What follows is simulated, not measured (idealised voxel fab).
process module | voxel air gaps
cross-section cut | 210 nm wide | cells 5 nm
A cross-section is a grid of square cells, given in bands from the top down. A band is one or more rows of cells.
Each band's line starts with the height of the band's top and of its bottom, in nm. Then come its materials from left to right, each with its width in nm. One material with "throughout" fills the band from edge to edge. "air" is empty space.
Height 0 is the level under which the wafer as received is all one material. The lowest band goes on downwards, as in "0 down".
A width such as "30 to 40" changes by the same amount from each row of cells to the next, from the band's top row to its bottom row.
"no change" after a step means that no cell of the cross-section changed.
closed voids: empty space of 8 cells or more with no open way to the top, each as width x height at its distance from the left edge, in nm
after a step's settings: what the simulator itself notes on the step
overlay nm, on a step with a mask: how far to the right of its planned place the mask lay; to the left if negative
plan
1 op RECEIVE | material Si
2 op CONFORMAL_DEP | material SiO2 | thk nm 10
3 op CONFORMAL_DEP | material SiN | thk nm 5
4 op DIRECTIONAL_DEP | material SiO2 | thk nm 30
5 op PATTERN | tone open | mask id LINES | material resist | width nm 20 | pitch nm 45 | thk nm 20 | overlay nm 0
6 op DIRECTIONAL_ETCH | etch materials SiO2 | depth nm 30
7 op STRIP | etch materials resist
8 op CONFORMAL_DEP | material TiN | thk nm 5
9 op FILL_DEP | material Cu | thk nm 10
10 op CMP | height nm 45
11 op EPI | material Ru | thk nm 10
12 op SELECTIVE_ETCH | etch materials SiO2 | depth nm 40
13 op CONFORMAL_DEP | material SiCN | thk nm 5
as received, after step 1
  0 down: Si throughout
  closed voids: none
a wafer at the end: this start, this plan, one mistake
  50 to 45: SiCN throughout
  45 to 40: SiN throughout
  40 to 0: SiO2 throughout
  0 down: Si throughout
  closed voids: none
what went wrong: steps 3 and 4 were swapped
